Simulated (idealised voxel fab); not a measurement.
Process module heading - voxel spacer lines
In the cross-section labelled cut, the width is 225 nm and each square cell is 5 nm.
A cross-section is a grid of square cells, given in bands from the top down. A band is one or more rows of cells.
A band entry consists of two parts. The first gives the height of the band's top and the height of its bottom, in nm. The rest lists the band's materials from left to right, each with its width in nm. A single material labelled with the word "edge to edge" fills the band from edge to edge, and the word "empty" marks empty space.
Heights are measured from 0, the level below which the as-received wafer is all one material; the lowest band has no bottom and continues downward, written as in "top 0, no bottom".
Top row gets the first number, bottom row gets the second, and each row in between changes by the same step: that is how a band width like "30..40" works.
You'll sometimes find "no change occurred" written for a step, and that's the way of saying that nowhere in the cross-section did a cell change during that step.
Any empty space of 8 cells or more lacking an open way to the top shows up in "Sealed void list" as width x height at distance, distance from the left edge, in nm.
On each step's line, the part that comes after the settings is the simulator's own comment on the step.
overlay nm: mask right of planned place by this much (step with mask). Neg. = left.
Read the rest as pairs. Take the cross-section before one process step, then the cross-section after it, which shows only down to the lowest band that changed. Under the pair, find the step between them and its settings. Bear in mind that pairs may come from different runs of this module on the same starting wafer: link a pair to the pair above it only where its entry headed "Before-step section" says to.

**Before-step section**
> top 0, no bottom = Si edge to edge
> Sealed void list: none

**Sectional View, Post-Process**
> top 5, bottom 0 = SiO2 edge to edge
> Heights below 0 show no change.
> Sealed void list: none
What is the step between the two cross-sections above? op CONFORMAL_DEP | material SiO2 | thk nm 5

Before-step section: after-step cross-section of the pair just above applies.

**Sectional View, Post-Process**
> top 25, bottom 5 = polySi edge to edge
> Heights below 5 show no change.
> Sealed void list: none
What is the step between the two cross-sections above? op DIRECTIONAL_DEP | material polySi | thk nm 20

Before-step section: after-step cross-section of the pair just above applies.

**Sectional View, Post-Process**
> top 50, bottom 25 = aC edge to edge
> Heights below 25 show no change.
> Sealed void list: none
What is the step between the two cross-sections above? op DIRECTIONAL_DEP | material aC | thk nm 25

Before-step section: after-step cross-section of the pair just above applies.

**Sectional View, Post-Process**
> top 80, bottom 50 = 75 of empty  15 of resist  45 of empty  15 of resist  75 of empty
> Heights below 50 show no change.
> Sealed void list: none
What is the step between the two cross-sections above? op PATTERN | tone cover | mask id MANDREL | material resist | width nm 15 | pitch nm 60 | thk nm 30 | overlay nm 0

Before-step section: after-step cross-section of the pair just above applies.

**Sectional View, Post-Process**
> top 55, bottom 50 = 75 of empty  15 of resist  45 of empty  15 of resist  75 of empty
> top 50, bottom 25 = 75 of empty  15 of aC  45 of empty  15 of aC  75 of empty
> Heights below 25 show no change.
> Sealed void list: none
What is the step between the two cross-sections above? op DIRECTIONAL_ETCH | etch materials aC | depth nm 25

Before-step section: after-step cross-section of the pair just above applies.

**Sectional View, Post-Process**
> top 50, bottom 25 = 75 of empty  15 of aC  45 of empty  15 of aC  75 of empty
> Heights below 25 show no change.
> Sealed void list: none
What is the step between the two cross-sections above? op STRIP | etch materials resist

Before-step section: after-step cross-section of the pair just above applies.

**Sectional View, Post-Process**
> top 65, bottom 50 = 60 of empty  45 of SiN  15 of empty  45 of SiN  60 of empty
> top 50, bottom 40 = 60 of empty  15 of SiN  15 of aC  15 of SiN  15 of empty  15 of SiN  15 of aC  15 of SiN  60 of empty
> top 40, bottom 25 = 75 of SiN  15 of aC  45 of SiN  15 of aC  75 of SiN
> Heights below 25 show no change.
> Sealed void list: none
What is the step between the two cross-sections above? op CONFORMAL_DEP | material SiN | thk nm 15

Before-step section: after-step cross-section of the pair just above applies.

**Sectional View, Post-Process**
> top 50, bottom 25 = 60 of empty  15 of SiN  15 of aC  15 of SiN  15 of empty  15 of SiN  15 of aC  15 of SiN  60 of empty
> Heights below 25 show no change.
> Sealed void list: none
What is the step between the two cross-sections above? op DIRECTIONAL_ETCH | etch materials SiN | depth nm 15

Before-step section: after-step cross-section of the pair just above applies.

**Sectional View, Post-Process**
> top 50, bottom 25 = 60 of empty  15 of SiN  15 of empty  15 of SiN  15 of empty  15 of SiN  15 of empty  15 of SiN  60 of empty
> Heights below 25 show no change.
> Sealed void list: none
What is the step between the two cross-sections above? op STRIP | etch materials aC

Before-step section: after-step cross-section of the pair just above applies.

**Sectional View, Post-Process**
> top 50, bottom 25 = 60 of empty  15 of SiN  15 of empty  15 of SiN  15 of empty  15 of SiN  15 of empty  15 of SiN  60 of empty
> top 25, bottom 5 = 60 of empty  15 of polySi  15 of empty  15 of polySi  15 of empty  15 of polySi  15 of empty  15 of polySi  60 of empty
> Heights below 5 show no change.
> Sealed void list: none
What is the step between the two cross-sections above? op DIRECTIONAL_ETCH | etch materials polySi | depth nm 20

Before-step section: after-step cross-section of the pair just above applies.

**Sectional View, Post-Process**
> top 25, bottom 5 = 60 of empty  15 of polySi  15 of empty  15 of polySi  15 of empty  15 of polySi  15 of empty  15 of polySi  60 of empty
> Heights below 5 show no change.
> Sealed void list: none
What is the step between the two cross-sections above? op STRIP | etch materials SiN

**Before-step section**
> top 0, no bottom = Si edge to edge
> Sealed void list: none

**Sectional View, Post-Process**
> top 20, bottom 0 = polySi edge to edge
> Heights below 0 show no change.
> Sealed void list: none
What is the step between the two cross-sections above? op DIRECTIONAL_DEP | material polySi | thk nm 20

Before-step section: after-step cross-section of the pair just above applies.

**Sectional View, Post-Process**
> top 45, bottom 20 = aC edge to edge
> Heights below 20 show no change.
> Sealed void list: none
What is the step between the two cross-sections above? op DIRECTIONAL_DEP | material aC | thk nm 25

Before-step section: after-step cross-section of the pair just above applies.

**Sectional View, Post-Process**
> top 75, bottom 45 = 75 of empty  15 of resist  45 of empty  15 of resist  75 of empty
> Heights below 45 show no change.
> Sealed void list: none
What is the step between the two cross-sections above? op PATTERN | tone cover | mask id MANDREL | material resist | width nm 15 | pitch nm 60 | thk nm 30 | overlay nm 0

Before-step section: after-step cross-section of the pair just above applies.

**Sectional View, Post-Process**
> top 50, bottom 45 = 75 of empty  15 of resist  45 of empty  15 of resist  75 of empty
> top 45, bottom 20 = 75 of empty  15 of aC  45 of empty  15 of aC  75 of empty
> Heights below 20 show no change.
> Sealed void list: none
What is the step between the two cross-sections above? op DIRECTIONAL_ETCH | etch materials aC | depth nm 25

Before-step section: after-step cross-section of the pair just above applies.

**Sectional View, Post-Process**
> top 45, bottom 20 = 75 of empty  15 of aC  45 of empty  15 of aC  75 of empty
> Heights below 20 show no change.
> Sealed void list: none
What is the step between the two cross-sections above? op STRIP | etch materials resist

Before-step section: after-step cross-section of the pair just above applies.

**Sectional View, Post-Process**
> top 60, bottom 45 = 60 of empty  45 of SiN  15 of empty  45 of SiN  60 of empty
> top 45, bottom 35 = 60 of empty  15 of SiN  15 of aC  15 of SiN  15 of empty  15 of SiN  15 of aC  15 of SiN  60 of empty
> top 35, bottom 20 = 75 of SiN  15 of aC  45 of SiN  15 of aC  75 of SiN
> Heights below 20 show no change.
> Sealed void list: none
What is the step between the two cross-sections above? op CONFORMAL_DEP | material SiN | thk nm 15

Before-step section: after-step cross-section of the pair just above applies.

**Sectional View, Post-Process**
> top 45, bottom 20 = 60 of empty  15 of SiN  15 of aC  15 of SiN  15 of empty  15 of SiN  15 of aC  15 of SiN  60 of empty
> Heights below 20 show no change.
> Sealed void list: none
What is the step between the two cross-sections above? op DIRECTIONAL_ETCH | etch materials SiN | depth nm 15

Before-step section: after-step cross-section of the pair just above applies.

**Sectional View, Post-Process**
> top 45, bottom 20 = 60 of empty  15 of SiN  15 of empty  15 of SiN  15 of empty  15 of SiN  15 of empty  15 of SiN  60 of empty
> Heights below 20 show no change.
> Sealed void list: none
What is the step between the two cross-sections above? op STRIP | etch materials aC

Before-step section: after-step cross-section of the pair just above applies.

**Sectional View, Post-Process**
> top 45, bottom 20 = 60 of empty  15 of SiN  15 of empty  15 of SiN  15 of empty  15 of SiN  15 of empty  15 of SiN  60 of empty
> top 20, bottom 0 = 60 of empty  15 of polySi  15 of empty  15 of polySi  15 of empty  15 of polySi  15 of empty  15 of polySi  60 of empty
> Heights below 0 show no change.
> Sealed void list: none
What is the step between the two cross-sections above? op DIRECTIONAL_ETCH | etch materials polySi | depth nm 20

Before-step section: after-step cross-section of the pair just above applies.

**Sectional View, Post-Process**
> top 20, bottom 0 = 60 of empty  15 of polySi  15 of empty  15 of polySi  15 of empty  15 of polySi  15 of empty  15 of polySi  60 of empty
> Heights below 0 show no change.
> Sealed void list: none
What is the step between the two cross-sections above? op STRIP | etch materials SiN

**Before-step section**
> top 25, bottom 5 = polySi edge to edge
> top 5, bottom 0 = SiO2 edge to edge
> top 0, no bottom = Si edge to edge
> Sealed void list: none

**Sectional View, Post-Process**
> top 45, bottom 5 = polySi edge to edge
> Heights below 5 show no change.
> Sealed void list: none
What is the step between the two cross-sections above? op DIRECTIONAL_DEP | material polySi | thk nm 20

Before-step section: after-step cross-section of the pair just above applies.

**Sectional View, Post-Process**
> top 70, bottom 45 = aC edge to edge
> Heights below 45 show no change.
> Sealed void list: none
What is the step between the two cross-sections above? op DIRECTIONAL_DEP | material aC | thk nm 25

Before-step section: after-step cross-section of the pair just above applies.

**Sectional View, Post-Process**
> top 100, bottom 70 = 75 of empty  15 of resist  45 of empty  15 of resist  75 of empty
> Heights below 70 show no change.
> Sealed void list: none
What is the step between the two cross-sections above? op PATTERN | tone cover | mask id MANDREL | material resist | width nm 15 | pitch nm 60 | thk nm 30 | overlay nm 0

Before-step section: after-step cross-section of the pair just above applies.

**Sectional View, Post-Process**
> top 75, bottom 70 = 75 of empty  15 of resist  45 of empty  15 of resist  75 of empty
> top 70, bottom 45 = 75 of empty  15 of aC  45 of empty  15 of aC  75 of empty
> Heights below 45 show no change.
> Sealed void list: none
What is the step between the two cross-sections above? op DIRECTIONAL_ETCH | etch materials aC | depth nm 25

Before-step section: after-step cross-section of the pair just above applies.

**Sectional View, Post-Process**
> top 70, bottom 45 = 75 of empty  15 of aC  45 of empty  15 of aC  75 of empty
> Heights below 45 show no change.
> Sealed void list: none
What is the step between the two cross-sections above? op STRIP | etch materials resist

Before-step section: after-step cross-section of the pair just above applies.

**Sectional View, Post-Process**
> top 85, bottom 70 = 60 of empty  45 of SiN  15 of empty  45 of SiN  60 of empty
> top 70, bottom 60 = 60 of empty  15 of SiN  15 of aC  15 of SiN  15 of empty  15 of SiN  15 of aC  15 of SiN  60 of empty
> top 60, bottom 45 = 75 of SiN  15 of aC  45 of SiN  15 of aC  75 of SiN
> Heights below 45 show no change.
> Sealed void list: none
What is the step between the two cross-sections above? op CONFORMAL_DEP | material SiN | thk nm 15

Before-step section: after-step cross-section of the pair just above applies.

**Sectional View, Post-Process**
> top 70, bottom 45 = 60 of empty  15 of SiN  15 of aC  15 of SiN  15 of empty  15 of SiN  15 of aC  15 of SiN  60 of empty
> Heights below 45 show no change.
> Sealed void list: none
What is the step between the two cross-sections above? op DIRECTIONAL_ETCH | etch materials SiN | depth nm 15

Before-step section: after-step cross-section of the pair just above applies.

**Sectional View, Post-Process**
> top 70, bottom 45 = 60 of empty  15 of SiN  15 of empty  15 of SiN  15 of empty  15 of SiN  15 of empty  15 of SiN  60 of empty
> Heights below 45 show no change.
> Sealed void list: none
What is the step between the two cross-sections above? op STRIP | etch materials aC

Before-step section: after-step cross-section of the pair just above applies.

**Sectional View, Post-Process**
> top 70, bottom 45 = 60 of empty  15 of SiN  15 of empty  15 of SiN  15 of empty  15 of SiN  15 of empty  15 of SiN  60 of empty
> top 45, bottom 25 = 60 of empty  15 of polySi  15 of empty  15 of polySi  15 of empty  15 of polySi  15 of empty  15 of polySi  60 of empty
> Heights below 25 show no change.
> Sealed void list: none
What is the step between the two cross-sections above? op DIRECTIONAL_ETCH | etch materials polySi | depth nm 20

Before-step section: after-step cross-section of the pair just above applies.

**Sectional View, Post-Process**
> top 45, bottom 25 = 60 of empty  15 of polySi  15 of empty  15 of polySi  15 of empty  15 of polySi  15 of empty  15 of polySi  60 of empty
> Heights below 25 show no change.
> Sealed void list: none
What is the step between the two cross-sections above? op STRIP | etch materials SiN

**Before-step section**
> top 20, bottom 0 = polySi edge to edge
> top 0, no bottom = Si edge to edge
> Sealed void list: none

**Sectional View, Post-Process**
> top 25, bottom 20 = SiO2 edge to edge
> Heights below 20 show no change.
> Sealed void list: none
What is the step between the two cross-sections above? op CONFORMAL_DEP | material SiO2 | thk nm 5

Before-step section: after-step cross-section of the pair just above applies.

**Sectional View, Post-Process**
> top 50, bottom 25 = aC edge to edge
> Heights below 25 show no change.
> Sealed void list: none
What is the step between the two cross-sections above? op DIRECTIONAL_DEP | material aC | thk nm 25

Before-step section: after-step cross-section of the pair just above applies.

**Sectional View, Post-Process**
> top 80, bottom 50 = 75 of empty  15 of resist  45 of empty  15 of resist  75 of empty
> Heights below 50 show no change.
> Sealed void list: none
What is the step between the two cross-sections above? op PATTERN | tone cover | mask id MANDREL | material resist | width nm 15 | pitch nm 60 | thk nm 30 | overlay nm 0

Before-step section: after-step cross-section of the pair just above applies.

**Sectional View, Post-Process**
> top 55, bottom 50 = 75 of empty  15 of resist  45 of empty  15 of resist  75 of empty
> top 50, bottom 25 = 75 of empty  15 of aC  45 of empty  15 of aC  75 of empty
> Heights below 25 show no change.
> Sealed void list: none
What is the step between the two cross-sections above? op DIRECTIONAL_ETCH | etch materials aC | depth nm 25

Before-step section: after-step cross-section of the pair just above applies.

**Sectional View, Post-Process**
> top 50, bottom 25 = 75 of empty  15 of aC  45 of empty  15 of aC  75 of empty
> Heights below 25 show no change.
> Sealed void list: none
What is the step between the two cross-sections above? op STRIP | etch materials resist

Before-step section: after-step cross-section of the pair just above applies.

**Sectional View, Post-Process**
> top 65, bottom 50 = 60 of empty  45 of SiN  15 of empty  45 of SiN  60 of empty
> top 50, bottom 40 = 60 of empty  15 of SiN  15 of aC  15 of SiN  15 of empty  15 of SiN  15 of aC  15 of SiN  60 of empty
> top 40, bottom 25 = 75 of SiN  15 of aC  45 of SiN  15 of aC  75 of SiN
> Heights below 25 show no change.
> Sealed void list: none
What is the step between the two cross-sections above? op CONFORMAL_DEP | material SiN | thk nm 15

Before-step section: after-step cross-section of the pair just above applies.

**Sectional View, Post-Process**
> top 50, bottom 25 = 60 of empty  15 of SiN  15 of aC  15 of SiN  15 of empty  15 of SiN  15 of aC  15 of SiN  60 of empty
> Heights below 25 show no change.
> Sealed void list: none
What is the step between the two cross-sections above? op DIRECTIONAL_ETCH | etch materials SiN | depth nm 15

Before-step section: after-step cross-section of the pair just above applies.

**Sectional View, Post-Process**
> top 50, bottom 25 = 60 of empty  15 of SiN  15 of empty  15 of SiN  15 of empty  15 of SiN  15 of empty  15 of SiN  60 of empty
> Heights below 25 show no change.
> Sealed void list: none
What is the step between the two cross-sections above? op STRIP | etch materials aC

Before-step section: after-step cross-section of the pair just above applies.

**Sectional View, Post-Process**
> top 25, bottom 20 = SiO2 edge to edge
> Heights below 20 show no change.
> Sealed void list: none
What is the step between the two cross-sections above? op STRIP | etch materials SiN

**Before-step section**
> top 5, bottom 0 = SiO2 edge to edge
> top 0, no bottom = Si edge to edge
> Sealed void list: none

**Sectional View, Post-Process**
> top 30, bottom 5 = polySi edge to edge
> Heights below 5 show no change.
> Sealed void list: none
What is the step between the two cross-sections above? op DIRECTIONAL_DEP | material polySi | thk nm 25

Before-step section: after-step cross-section of the pair just above applies.

**Sectional View, Post-Process**
> top 55, bottom 30 = aC edge to edge
> Heights below 30 show no change.
> Sealed void list: none
What is the step between the two cross-sections above? op DIRECTIONAL_DEP | material aC | thk nm 25

Before-step section: after-step cross-section of the pair just above applies.

**Sectional View, Post-Process**
> top 85, bottom 55 = 75 of empty  15 of resist  45 of empty  15 of resist  75 of empty
> Heights below 55 show no change.
> Sealed void list: none
What is the step between the two cross-sections above? op PATTERN | tone cover | mask id MANDREL | material resist | width nm 15 | pitch nm 60 | thk nm 30 | overlay nm 0

Before-step section: after-step cross-section of the pair just above applies.

**Sectional View, Post-Process**
> top 60, bottom 55 = 75 of empty  15 of resist  45 of empty  15 of resist  75 of empty
> top 55, bottom 30 = 75 of empty  15 of aC  45 of empty  15 of aC  75 of empty
> Heights below 30 show no change.
> Sealed void list: none
What is the step between the two cross-sections above? op DIRECTIONAL_ETCH | etch materials aC | depth nm 25

Before-step section: after-step cross-section of the pair just above applies.

**Sectional View, Post-Process**
> top 55, bottom 30 = 75 of empty  15 of aC  45 of empty  15 of aC  75 of empty
> Heights below 30 show no change.
> Sealed void list: none
What is the step between the two cross-sections above? op STRIP | etch materials resist

Before-step section: after-step cross-section of the pair just above applies.

**Sectional View, Post-Process**
> top 70, bottom 55 = 60 of empty  45 of SiN  15 of empty  45 of SiN  60 of empty
> top 55, bottom 45 = 60 of empty  15 of SiN  15 of aC  15 of SiN  15 of empty  15 of SiN  15 of aC  15 of SiN  60 of empty
> top 45, bottom 30 = 75 of SiN  15 of aC  45 of SiN  15 of aC  75 of SiN
> Heights below 30 show no change.
> Sealed void list: none
What is the step between the two cross-sections above? op CONFORMAL_DEP | material SiN | thk nm 15

Before-step section: after-step cross-section of the pair just above applies.

**Sectional View, Post-Process**
> top 55, bottom 30 = 60 of empty  15 of SiN  15 of aC  15 of SiN  15 of empty  15 of SiN  15 of aC  15 of SiN  60 of empty
> Heights below 30 show no change.
> Sealed void list: none
What is the step between the two cross-sections above? op DIRECTIONAL_ETCH | etch materials SiN | depth nm 15

Before-step section: after-step cross-section of the pair just above applies.

**Sectional View, Post-Process**
> top 55, bottom 30 = 60 of empty  15 of SiN  15 of empty  15 of SiN  15 of empty  15 of SiN  15 of empty  15 of SiN  60 of empty
> Heights below 30 show no change.
> Sealed void list: none
What is the step between the two cross-sections above? op STRIP | etch materials aC

Before-step section: after-step cross-section of the pair just above applies.

**Sectional View, Post-Process**
> top 55, bottom 30 = 60 of empty  15 of SiN  15 of empty  15 of SiN  15 of empty  15 of SiN  15 of empty  15 of SiN  60 of empty
> top 30, bottom 10 = 60 of empty  15 of polySi  15 of empty  15 of polySi  15 of empty  15 of polySi  15 of empty  15 of polySi  60 of empty
> Heights below 10 show no change.
> Sealed void list: none
What is the step between the two cross-sections above? op DIRECTIONAL_ETCH | etch materials polySi | depth nm 20

Before-step section: after-step cross-section of the pair just above applies.

**Sectional View, Post-Process**
> top 30, bottom 10 = 60 of empty  15 of polySi  15 of empty  15 of polySi  15 of empty  15 of polySi  15 of empty  15 of polySi  60 of empty
> Heights below 10 show no change.
> Sealed void list: none
What is the step between the two cross-sections above? op STRIP | etch materials SiN

**Before-step section**
> top 50, bottom 25 = aC edge to edge
> top 25, bottom 5 = polySi edge to edge
> top 5, bottom 0 = SiO2 edge to edge
> top 0, no bottom = Si edge to edge
> Sealed void list: none

**Sectional View, Post-Process**
> top 80, bottom 50 = 75 of empty  20 of resist  40 of empty  20 of resist  70 of empty
> Heights below 50 show no change.
> Sealed void list: none
What is the step between the two cross-sections above? op PATTERN | tone cover | mask id MANDREL | material resist | width nm 20 | pitch nm 60 | thk nm 30 | overlay nm 0

Before-step section: after-step cross-section of the pair just above applies.

**Sectional View, Post-Process**
> top 55, bottom 50 = 75 of empty  20 of resist  40 of empty  20 of resist  70 of empty
> top 50, bottom 25 = 75 of empty  20 of aC  40 of empty  20 of aC  70 of empty
> Heights below 25 show no change.
> Sealed void list: none
What is the step between the two cross-sections above? op DIRECTIONAL_ETCH | etch materials aC | depth nm 25

Before-step section: after-step cross-section of the pair just above applies.

**Sectional View, Post-Process**
> top 50, bottom 25 = 75 of empty  20 of aC  40 of empty  20 of aC  70 of empty
> Heights below 25 show no change.
> Sealed void list: none
What is the step between the two cross-sections above? op STRIP | etch materials resist

Before-step section: after-step cross-section of the pair just above applies.

**Sectional View, Post-Process**
> top 65, bottom 50 = 60 of empty  50 of SiN  10 of empty  50 of SiN  55 of empty
> top 50, bottom 40 = 60 of empty  15 of SiN  20 of aC  15 of SiN  10 of empty  15 of SiN  20 of aC  15 of SiN  55 of empty
> top 40, bottom 25 = 75 of SiN  20 of aC  40 of SiN  20 of aC  70 of SiN
> Heights below 25 show no change.
> Sealed void list: none
What is the step between the two cross-sections above? op CONFORMAL_DEP | material SiN | thk nm 15

Before-step section: after-step cross-section of the pair just above applies.

**Sectional View, Post-Process**
> top 50, bottom 25 = 60 of empty  15 of SiN  20 of aC  15 of SiN  10 of empty  15 of SiN  20 of aC  15 of SiN  55 of empty
> Heights below 25 show no change.
> Sealed void list: none
What is the step between the two cross-sections above? op DIRECTIONAL_ETCH | etch materials SiN | depth nm 15

Before-step section: after-step cross-section of the pair just above applies.

**Sectional View, Post-Process**
> top 50, bottom 25 = 60 of empty  15 of SiN  20 of empty  15 of SiN  10 of empty  15 of SiN  20 of empty  15 of SiN  55 of empty
> Heights below 25 show no change.
> Sealed void list: none
What is the step between the two cross-sections above? op STRIP | etch materials aC

Before-step section: after-step cross-section of the pair just above applies.

**Sectional View, Post-Process**
> top 50, bottom 25 = 60 of empty  15 of SiN  20 of empty  15 of SiN  10 of empty  15 of SiN  20 of empty  15 of SiN  55 of empty
> top 25, bottom 5 = 60 of empty  15 of polySi  20 of empty  15 of polySi  10 of empty  15 of polySi  20 of empty  15 of polySi  55 of empty
> Heights below 5 show no change.
> Sealed void list: none
What is the step between the two cross-sections above? op DIRECTIONAL_ETCH | etch materials polySi | depth nm 20

Before-step section: after-step cross-section of the pair just above applies.

**Sectional View, Post-Process**
> top 25, bottom 5 = 60 of empty  15 of polySi  20 of empty  15 of polySi  10 of empty  15 of polySi  20 of empty  15 of polySi  55 of empty
> Heights below 5 show no change.
> Sealed void list: none
What is the step between the two cross-sections above? op STRIP | etch materials SiN

**Before-step section**
> top 50, bottom 25 = aC edge to edge
> top 25, bottom 5 = polySi edge to edge
> top 5, bottom 0 = SiO2 edge to edge
> top 0, no bottom = Si edge to edge
> Sealed void list: none

**Sectional View, Post-Process**
> top 80, bottom 50 = 85 of empty  15 of resist  45 of empty  15 of resist  65 of empty
> Heights below 50 show no change.
> Sealed void list: none
What is the step between the two cross-sections above? op PATTERN | tone cover | mask id MANDREL | material resist | width nm 15 | pitch nm 60 | thk nm 30 | overlay nm 10

Before-step section: after-step cross-section of the pair just above applies.

**Sectional View, Post-Process**
> top 55, bottom 50 = 85 of empty  15 of resist  45 of empty  15 of resist  65 of empty
> top 50, bottom 25 = 85 of empty  15 of aC  45 of empty  15 of aC  65 of empty
> Heights below 25 show no change.
> Sealed void list: none
What is the step between the two cross-sections above? op DIRECTIONAL_ETCH | etch materials aC | depth nm 25

Before-step section: after-step cross-section of the pair just above applies.

**Sectional View, Post-Process**
> top 50, bottom 25 = 85 of empty  15 of aC  45 of empty  15 of aC  65 of empty
> Heights below 25 show no change.
> Sealed void list: none
What is the step between the two cross-sections above? op STRIP | etch materials resist

Before-step section: after-step cross-section of the pair just above applies.

**Sectional View, Post-Process**
> top 65, bottom 50 = 70 of empty  45 of SiN  15 of empty  45 of SiN  50 of empty
> top 50, bottom 40 = 70 of empty  15 of SiN  15 of aC  15 of SiN  15 of empty  15 of SiN  15 of aC  15 of SiN  50 of empty
> top 40, bottom 25 = 85 of SiN  15 of aC  45 of SiN  15 of aC  65 of SiN
> Heights below 25 show no change.
> Sealed void list: none
What is the step between the two cross-sections above? op CONFORMAL_DEP | material SiN | thk nm 15

Before-step section: after-step cross-section of the pair just above applies.

**Sectional View, Post-Process**
> top 50, bottom 25 = 70 of empty  15 of SiN  15 of aC  15 of SiN  15 of empty  15 of SiN  15 of aC  15 of SiN  50 of empty
> Heights below 25 show no change.
> Sealed void list: none
What is the step between the two cross-sections above? op DIRECTIONAL_ETCH | etch materials SiN | depth nm 15

Before-step section: after-step cross-section of the pair just above applies.

**Sectional View, Post-Process**
> top 50, bottom 25 = 70 of empty  15 of SiN  15 of empty  15 of SiN  15 of empty  15 of SiN  15 of empty  15 of SiN  50 of empty
> Heights below 25 show no change.
> Sealed void list: none
What is the step between the two cross-sections above? op STRIP | etch materials aC

Before-step section: after-step cross-section of the pair just above applies.

**Sectional View, Post-Process**
> top 50, bottom 25 = 70 of empty  15 of SiN  15 of empty  15 of SiN  15 of empty  15 of SiN  15 of empty  15 of SiN  50 of empty
> top 25, bottom 5 = 70 of empty  15 of polySi  15 of empty  15 of polySi  15 of empty  15 of polySi  15 of empty  15 of polySi  50 of empty
> Heights below 5 show no change.
> Sealed void list: none
What is the step between the two cross-sections above? op DIRECTIONAL_ETCH | etch materials polySi | depth nm 20

Before-step section: after-step cross-section of the pair just above applies.

**Sectional View, Post-Process**
> top 25, bottom 5 = 70 of empty  15 of polySi  15 of empty  15 of polySi  15 of empty  15 of polySi  15 of empty  15 of polySi  50 of empty
> Heights below 5 show no change.
> Sealed void list: none
What is the step between the two cross-sections above? op STRIP | etch materials SiN

**Before-step section**
> top 25, bottom 5 = polySi edge to edge
> top 5, bottom 0 = SiO2 edge to edge
> top 0, no bottom = Si edge to edge
> Sealed void list: none

**Sectional View, Post-Process**
> top 50, bottom 5 = polySi edge to edge
> Heights below 5 show no change.
> Sealed void list: none
What is the step between the two cross-sections above? op DIRECTIONAL_DEP | material polySi | thk nm 25

Before-step section: after-step cross-section of the pair just above applies.

**Sectional View, Post-Process**
> top 80, bottom 50 = 75 of empty  15 of resist  45 of empty  15 of resist  75 of empty
> Heights below 50 show no change.
> Sealed void list: none
What is the step between the two cross-sections above? op PATTERN | tone cover | mask id MANDREL | material resist | width nm 15 | pitch nm 60 | thk nm 30 | overlay nm 0

Before-step section: after-step cross-section of the pair just above applies.

**Sectional View, Post-Process**
> top 55, bottom 50 = 75 of empty  15 of resist  45 of empty  15 of resist  75 of empty
> Heights below 50 show no change.
> Sealed void list: none
What is the step between the two cross-sections above? op DIRECTIONAL_ETCH | etch materials aC | depth nm 25

Before-step section: after-step cross-section of the pair just above applies.

**Sectional View, Post-Process**
> top 50, bottom 5 = polySi edge to edge
> Heights below 5 show no change.
> Sealed void list: none
What is the step between the two cross-sections above? op STRIP | etch materials resist

Before-step section: after-step cross-section of the pair just above applies.

**Sectional View, Post-Process**
> top 65, bottom 50 = SiN edge to edge
> Heights below 50 show no change.
> Sealed void list: none
What is the step between the two cross-sections above? op CONFORMAL_DEP | material SiN | thk nm 15

Before-step section: after-step cross-section of the pair just above applies.

**Sectional View, Post-Process**
> top 50, bottom 5 = polySi edge to edge
> Heights below 5 show no change.
> Sealed void list: none
What is the step between the two cross-sections above? op DIRECTIONAL_ETCH | etch materials SiN | depth nm 15

Before-step section: after-step cross-section of the pair just above applies.

**Sectional View, Post-Process**
> top 30, bottom 5 = polySi edge to edge
> Heights below 5 show no change.
> Sealed void list: none
What is the step between the two cross-sections above? op DIRECTIONAL_ETCH | etch materials polySi | depth nm 20

**Before-step section**
> top 50, bottom 25 = aC edge to edge
> top 25, bottom 5 = polySi edge to edge
> top 5, bottom 0 = SiO2 edge to edge
> top 0, no bottom = Si edge to edge
> Sealed void list: none

**Sectional View, Post-Process**
> top 80, bottom 50 = 75 of resist  15 of empty  45 of resist  15 of empty  75 of resist
> Heights below 50 show no change.
> Sealed void list: none
What is the step between the two cross-sections above? op PATTERN | tone open | mask id MANDREL | material resist | width nm 15 | pitch nm 60 | thk nm 30 | overlay nm 0

Before-step section: after-step cross-section of the pair just above applies.

**Sectional View, Post-Process**
> top 55, bottom 50 = 75 of resist  15 of empty  45 of resist  15 of empty  75 of resist
> top 50, bottom 25 = 75 of aC  15 of empty  45 of aC  15 of empty  75 of aC
> Heights below 25 show no change.
> Sealed void list: none
What is the step between the two cross-sections above? op DIRECTIONAL_ETCH | etch materials aC | depth nm 25

Before-step section: after-step cross-section of the pair just above applies.

**Sectional View, Post-Process**
> top 50, bottom 25 = 75 of aC  15 of empty  45 of aC  15 of empty  75 of aC
> Heights below 25 show no change.
> Sealed void list: none
What is the step between the two cross-sections above? op STRIP | etch materials resist

Before-step section: after-step cross-section of the pair just above applies.

**Sectional View, Post-Process**
> top 65, bottom 50 = SiN edge to edge
> top 50, bottom 25 = 75 of aC  15 of SiN  45 of aC  15 of SiN  75 of aC
> Heights below 25 show no change.
> Sealed void list: none
What is the step between the two cross-sections above? op CONFORMAL_DEP | material SiN | thk nm 15

Before-step section: after-step cross-section of the pair just above applies.

**Sectional View, Post-Process**
> top 50, bottom 25 = 75 of aC  15 of SiN  45 of aC  15 of SiN  75 of aC
> Heights below 25 show no change.
> Sealed void list: none
What is the step between the two cross-sections above? op DIRECTIONAL_ETCH | etch materials SiN | depth nm 15

Before-step section: after-step cross-section of the pair just above applies.

**Sectional View, Post-Process**
> top 50, bottom 25 = 75 of empty  15 of SiN  45 of empty  15 of SiN  75 of empty
> Heights below 25 show no change.
> Sealed void list: none
What is the step between the two cross-sections above? op STRIP | etch materials aC

Before-step section: after-step cross-section of the pair just above applies.

**Sectional View, Post-Process**
> top 50, bottom 25 = 75 of empty  15 of SiN  45 of empty  15 of SiN  75 of empty
> top 25, bottom 5 = 75 of empty  15 of polySi  45 of empty  15 of polySi  75 of empty
> Heights below 5 show no change.
> Sealed void list: none
What is the step between the two cross-sections above? op DIRECTIONAL_ETCH | etch materials polySi | depth nm 20

Before-step section: after-step cross-section of the pair just above applies.

**Sectional View, Post-Process**
> top 25, bottom 5 = 75 of empty  15 of polySi  45 of empty  15 of polySi  75 of empty
> Heights below 5 show no change.
> Sealed void list: none
What is the step between the two cross-sections above? op STRIP | etch materials SiN
